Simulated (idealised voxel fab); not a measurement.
The document below concerns the process module designated voxel wiring stack.
Shown is cross-section cut, with a width of 235 nm and square cells of size 5 nm.
Cross-section layout: square cells on a grid; listed as bands, top to bottom; a band spans one or more cell rows.
The band entry comprises the height of the band's top followed by the height of its bottom, expressed in nm, and subsequently the band's materials from left to right, each stated together with its width in nm. Where a single material is marked with the word "full width", that material fills the band from edge to edge. The word "empty" represents empty space.
Heights are expressed relative to 0, this being the level below which the as-received wafer comprises one material exclusively. The lowest band is unbounded in the downward direction and is denoted as in "top 0, no bottom".
A width given as "30 to 40" starts at the first number in the band's top row and ends at the second number in its bottom row, shifting by an equal amount at every step from row to row.
"nothing altered" -> step changed no cross-section cell.
Closed empty spaces (no open way to the top) of 8 cells or more are what "Unvented cavities" lists, each as width x height at distance from the left edge, nm for all three.
If you see something after the settings on a step's line, that's the simulator's own remark about that step.
The optional step-line setting "overlay nm" applies to steps with a mask and quantifies how far to the right of its planned location the mask lay, a negative value indicating leftward placement.

-- Below is the list of planned process steps
1. RECEIVE [material Si]
2. CONFORMAL_DEP [material SiO2] [thk nm 15]
3. DIRECTIONAL_DEP [material TiN] [thk nm 5]
4. DIRECTIONAL_DEP [material W] [thk nm 25]
5. DIRECTIONAL_DEP [material aC] [thk nm 15]
6. PATTERN [tone cover] [mask id METAL_1] [material resist] [width nm 25] [pitch nm 45] [thk nm 35] [overlay nm 0]
7. DIRECTIONAL_ETCH [etch materials aC] [depth nm 15]
8. STRIP [etch materials resist]
9. DIRECTIONAL_ETCH [etch materials W] [depth nm 25]
10. DIRECTIONAL_ETCH [etch materials TiN] [depth nm 5]
11. STRIP [etch materials aC]
12. CONFORMAL_DEP [material SiCN] [thk nm 5]
13. FILL_DEP [material lowk] [thk nm 10]
14. CMP [height nm 45]
15. CONFORMAL_DEP [material SiCN] [thk nm 5]
16. DIRECTIONAL_DEP [material SiO2] [thk nm 30]
17. DIRECTIONAL_DEP [material aC] [thk nm 15]
18. PATTERN [tone open] [mask id METAL_2] [material resist] [width nm 25] [pitch nm 45] [thk nm 35] [overlay nm 0]
19. DIRECTIONAL_ETCH [etch materials aC] [depth nm 15]
20. STRIP [etch materials resist]
21. DIRECTIONAL_ETCH [etch materials SiO2] [depth nm 15]
22. STRIP [etch materials aC]
23. MASKED_ETCH [tone open] [mask id METAL_2_HOLES] [width nm 15] [pitch nm 45] [etch materials SiO2] [depth nm 15] [overlay nm 0]
24. MASKED_ETCH [tone open] [mask id METAL_2_HOLES] [width nm 15] [pitch nm 45] [etch materials SiCN] [depth nm 5] [overlay nm 0]
25. CONFORMAL_DEP [material TiN] [thk nm 5]
26. FILL_DEP [material Cu] [thk nm 10]
27. CMP [height nm 80]
28. CONFORMAL_DEP [material SiCN] [thk nm 5]
29. DIRECTIONAL_DEP [material SiO2] [thk nm 25]
30. PATTERN [tone open] [mask id METAL_3] [material resist] [width nm 25] [pitch nm 45] [thk nm 15] [overlay nm 0]
31. DIRECTIONAL_ETCH [etch materials SiO2] [depth nm 15]
32. STRIP [etch materials resist]
33. MASKED_ETCH [tone open] [mask id METAL_3_HOLES] [width nm 15] [pitch nm 90] [etch materials SiO2] [depth nm 10] [overlay nm 0]
34. MASKED_ETCH [tone open] [mask id METAL_3_HOLES] [width nm 15] [pitch nm 90] [etch materials SiCN] [depth nm 5] [overlay nm 0]
35. CONFORMAL_DEP [material TiN] [thk nm 5]
36. FILL_DEP [material Cu] [thk nm 10]
37. CMP [height nm 110]
38. CONFORMAL_DEP [material SiCN] [thk nm 5]

-- Cross-section: wafer on arrival = after step 1
> top 0, no bottom = Si full width
> Unvented cavities: none

-- Looking at the first of two wafers in cross-section at end of module - ran to plan
> top 115, bottom 110 = SiCN full width
> top 110, bottom 100 = SiO2 (60); TiN (5); Cu (15); TiN (5); SiO2 (20); TiN (5); Cu (15); TiN (5); SiO2 (20); TiN (5); Cu (15); TiN (5); SiO2 (60)
> top 100, bottom 95 = SiO2 (60); TiN (5); Cu (5); TiN (15); SiO2 (20); TiN (25); SiO2 (20); TiN (5); Cu (5); TiN (15); SiO2 (60)
> top 95, bottom 85 = SiO2 (60); TiN (5); Cu (5); TiN (5); SiO2 (75); TiN (5); Cu (5); TiN (5); SiO2 (70)
> top 85, bottom 80 = SiCN (60); TiN (15); SiCN (75); TiN (15); SiCN (70)
> top 80, bottom 70 = SiO2 (60); TiN (5); Cu (15); TiN (5); SiO2 (20); TiN (5); Cu (15); TiN (5); SiO2 (20); TiN (5); Cu (15); TiN (5); SiO2 (60)
> top 70, bottom 65 = SiO2 (60); TiN (5); Cu (5); TiN (15); SiO2 (20); TiN (5); Cu (5); TiN (15); SiO2 (20); TiN (5); Cu (5); TiN (15); SiO2 (60)
> top 65, bottom 50 = SiO2 (60); TiN (5); Cu (5); TiN (5); SiO2 (30); TiN (5); Cu (5); TiN (5); SiO2 (30); TiN (5); Cu (5); TiN (5); SiO2 (70)
> top 50, bottom 45 = SiCN (60); TiN (15); SiCN (30); TiN (15); SiCN (30); TiN (15); SiCN (70)
> top 45, bottom 20 = lowk (55); SiCN (5); W (25); SiCN (5); lowk (10); SiCN (5); W (25); SiCN (5); lowk (10); SiCN (5); W (25); SiCN (5); lowk (55)
> top 20, bottom 15 = SiCN (60); TiN (25); SiCN (20); TiN (25); SiCN (20); TiN (25); SiCN (60)
> top 15, bottom 0 = SiO2 full width
> top 0, no bottom = Si full width
> Unvented cavities: none

-- Here is the second of the two wafers cut open at the end of the module - same start, same plan as the first one, but we made one mistake running it
> top 115, bottom 110 = SiCN full width
> top 110, bottom 100 = SiO2 (60); TiN (5); Cu (15); TiN (5); SiO2 (20); TiN (5); Cu (15); TiN (5); SiO2 (20); TiN (5); Cu (15); TiN (5); SiO2 (60)
> top 100, bottom 95 = SiO2 (60); TiN (5); Cu (5); TiN (15); SiO2 (20); TiN (25); SiO2 (20); TiN (5); Cu (5); TiN (15); SiO2 (60)
> top 95, bottom 85 = SiO2 (60); TiN (5); Cu (5); TiN (5); SiO2 (75); TiN (5); Cu (5); TiN (5); SiO2 (70)
> top 85, bottom 80 = SiCN (60); TiN (15); SiCN (75); TiN (15); SiCN (70)
> top 80, bottom 70 = SiO2 (60); TiN (5); Cu (15); TiN (5); SiO2 (20); TiN (5); Cu (15); TiN (5); SiO2 (20); TiN (5); Cu (15); TiN (5); SiO2 (60)
> top 70, bottom 65 = SiO2 (60); TiN (5); Cu (5); TiN (15); SiO2 (20); TiN (5); Cu (5); TiN (15); SiO2 (20); TiN (5); Cu (5); TiN (15); SiO2 (60)
> top 65, bottom 50 = SiO2 (60); TiN (5); Cu (5); TiN (5); SiO2 (30); TiN (5); Cu (5); TiN (5); SiO2 (30); TiN (5); Cu (5); TiN (5); SiO2 (70)
> top 50, bottom 45 = SiCN (60); TiN (15); SiCN (30); TiN (15); SiCN (30); TiN (15); SiCN (70)
> top 45, bottom 20 = lowk (55); SiCN (5); W (30); SiCN (5); lowk (5); SiCN (5); W (30); SiCN (5); lowk (5); SiCN (5); W (30); SiCN (5); lowk (50)
> top 20, bottom 15 = SiCN (60); TiN (30); SiCN (15); TiN (30); SiCN (15); TiN (30); SiCN (55)
> top 15, bottom 0 = SiO2 full width
> top 0, no bottom = Si full width
> Unvented cavities: none
What broke from the plan during processing? step 6 ran with different settings than intended, the actual operation and settings being PATTERN [tone cover] [mask id METAL_1] [material resist] [width nm 30] [pitch nm 45] [thk nm 35] [overlay nm 0]
Final tally in cells, some materials are higher or lower on the second wafer than on the first: 3 fewer of SiCN, 3 more of TiN, 15 more of W, 15 fewer of lowk
